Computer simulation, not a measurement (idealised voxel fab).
Process module, titled voxel trench capacitor
Displayed cross-section: cut, width of 240 nm, square cells sized 5 nm.
Notation: cross-section as square-cell grid; stated in bands, top first, going down; one or more cell rows per band.
It is stipulated that each band's entry specify, in nanometres, the height of the top of the band and then that of its bottom, followed by the materials of the band in left-to-right sequence, each together with its width in nanometres. A single material marked by the word "full width" is understood to fill the band from edge to edge; the word "air" is understood to denote empty space.
Ref level 0: as-received wafer is one material below here. Bottom band extends down with no lower bound ("z 0 and below").
A two-number width, for instance "30->40", indicates that the width is equal to the first number in the top row of the band and to the second number in the bottom row, and that it changes by a constant amount per row of cells.
Take "nothing different" at face value: in the step it is given for, the cross-section changed in none of its cells.
Basically, "closed voids" tells you about the enclosed voids: empty spaces with no open way to the top, 8 cells or bigger, each written width x height at distance, where distance is from the left edge, all in nm.
Heads up: the bit after the settings on a step's line is the simulator's remark on that step.
A step's line can hold "overlay nm"; with a mask on that step, the setting says how far right of the planned place the mask lay, while a negative setting says it lay to the left.

THE FOLLOWING LIST GIVES THE PLANNED PROCESS STEPS
| 1 | RECEIVE,material Si |
| 2 | CONFORMAL_DEP,material SiN,thk nm 10 |
| 3 | MASKED_ETCH,tone open,mask id TRENCH,width nm 25,pitch nm 40,etch materials SiN,depth nm 10,overlay nm 0 |
| 4 | MASKED_ETCH,tone open,mask id TRENCH,width nm 25,pitch nm 40,etch materials Si,depth nm 40,overlay nm 0 |
| 5 | CONFORMAL_DEP,material Al2O3,thk nm 5 |
| 6 | FILL_DEP,material polySi,thk nm 10 |
| 7 | CMP,height nm 10 |

ACCOUNT OF THE FIRST OF TWO WAFERS, WHICH WAS PROCESSED AS INTENDED

RECEIVED-STATE CROSS-SECTION, REFLECTING COMPLETION OF STEP 1
> z 0 and below = Si full width
> closed voids: none

WAFER AFTER STEP 2 (CROSS-SECTION)
> z 10 to 0 = SiN full width
> Lower than 0, everything is as it was.

WAFER AFTER STEP 3 (CROSS-SECTION)
> z 10 to 0 = 45 SiN | 25 air | 15 SiN | 25 air | 15 SiN | 25 air | 15 SiN | 25 air | 50 SiN
> Lower than 0, everything is as it was.

WAFER AFTER STEP 4 (CROSS-SECTION)
> z 10 to 0 = 45 SiN | 25 air | 15 SiN | 25 air | 15 SiN | 25 air | 15 SiN | 25 air | 50 SiN
> z 0 to -40 = 45 Si | 25 air | 15 Si | 25 air | 15 Si | 25 air | 15 Si | 25 air | 50 Si
> Lower than -40, everything is as it was.

WAFER AFTER STEP 5 (CROSS-SECTION)
> z 15 to 10 = 50 Al2O3 | 15 air | 25 Al2O3 | 15 air | 25 Al2O3 | 15 air | 25 Al2O3 | 15 air | 55 Al2O3
> z 10 to 0 = 45 SiN | 5 Al2O3 | 15 air | 5 Al2O3 | 15 SiN | 5 Al2O3 | 15 air | 5 Al2O3 | 15 SiN | 5 Al2O3 | 15 air | 5 Al2O3 | 15 SiN | 5 Al2O3 | 15 air | 5 Al2O3 | 50 SiN
> z 0 to -35 = 45 Si | 5 Al2O3 | 15 air | 5 Al2O3 | 15 Si | 5 Al2O3 | 15 air | 5 Al2O3 | 15 Si | 5 Al2O3 | 15 air | 5 Al2O3 | 15 Si | 5 Al2O3 | 15 air | 5 Al2O3 | 50 Si
> z -35 to -40 = 45 Si | 25 Al2O3 | 15 Si | 25 Al2O3 | 15 Si | 25 Al2O3 | 15 Si | 25 Al2O3 | 50 Si
> Lower than -40, everything is as it was.

WAFER AFTER STEP 6 (CROSS-SECTION)
> z 25 to 15 = polySi full width
> z 15 to 10 = 50 Al2O3 | 15 polySi | 25 Al2O3 | 15 polySi | 25 Al2O3 | 15 polySi | 25 Al2O3 | 15 polySi | 55 Al2O3
> z 10 to 0 = 45 SiN | 5 Al2O3 | 15 polySi | 5 Al2O3 | 15 SiN | 5 Al2O3 | 15 polySi | 5 Al2O3 | 15 SiN | 5 Al2O3 | 15 polySi | 5 Al2O3 | 15 SiN | 5 Al2O3 | 15 polySi | 5 Al2O3 | 50 SiN
> z 0 to -35 = 45 Si | 5 Al2O3 | 15 polySi | 5 Al2O3 | 15 Si | 5 Al2O3 | 15 polySi | 5 Al2O3 | 15 Si | 5 Al2O3 | 15 polySi | 5 Al2O3 | 15 Si | 5 Al2O3 | 15 polySi | 5 Al2O3 | 50 Si
> Lower than -35, everything is as it was.

WAFER AFTER STEP 7 (CROSS-SECTION)
> z 10 to 0 = 45 SiN | 5 Al2O3 | 15 polySi | 5 Al2O3 | 15 SiN | 5 Al2O3 | 15 polySi | 5 Al2O3 | 15 SiN | 5 Al2O3 | 15 polySi | 5 Al2O3 | 15 SiN | 5 Al2O3 | 15 polySi | 5 Al2O3 | 50 SiN
> Lower than 0, everything is as it was.

THE REMAINING WAFER, SECOND OF THE TWO, STARTED LIKE THE FIRST AND WAS RUN TO THE SAME PLAN, EXCEPT THAT ONE MISTAKE WAS MADE ALONG THE WAY; THE TWO COINCIDE THROUGH STEP 4, INCLUSIVE

AT THE PLANNED END OF STEP 5, THE SECOND WAFER IN CROSS-SECTION
> z 15 to 0 = 50 SiN | 15 air | 25 SiN | 15 air | 25 SiN | 15 air | 25 SiN | 15 air | 55 SiN
> z 0 to -35 = 45 Si | 5 SiN | 15 air | 5 SiN | 15 Si | 5 SiN | 15 air | 5 SiN | 15 Si | 5 SiN | 15 air | 5 SiN | 15 Si | 5 SiN | 15 air | 5 SiN | 50 Si
> z -35 to -40 = 45 Si | 25 SiN | 15 Si | 25 SiN | 15 Si | 25 SiN | 15 Si | 25 SiN | 50 Si
> Lower than -40, everything is as it was.

AT THE PLANNED END OF STEP 6, THE SECOND WAFER IN CROSS-SECTION
> z 25 to 15 = polySi full width
> z 15 to 0 = 50 SiN | 15 polySi | 25 SiN | 15 polySi | 25 SiN | 15 polySi | 25 SiN | 15 polySi | 55 SiN
> z 0 to -35 = 45 Si | 5 SiN | 15 polySi | 5 SiN | 15 Si | 5 SiN | 15 polySi | 5 SiN | 15 Si | 5 SiN | 15 polySi | 5 SiN | 15 Si | 5 SiN | 15 polySi | 5 SiN | 50 Si
> Lower than -35, everything is as it was.

AT THE PLANNED END OF STEP 7, THE SECOND WAFER IN CROSS-SECTION
> z 10 to 0 = 50 SiN | 15 polySi | 25 SiN | 15 polySi | 25 SiN | 15 polySi | 25 SiN | 15 polySi | 55 SiN
> Lower than 0, everything is as it was.
Against the plan, the run slipped here: in deviation from the planned setting, step 5 was conducted as CONFORMAL_DEP,material SiN,thk nm 5
Final tally in cells, some materials are higher or lower on the second wafer than on the first: -92 Al2O3, +92 SiN
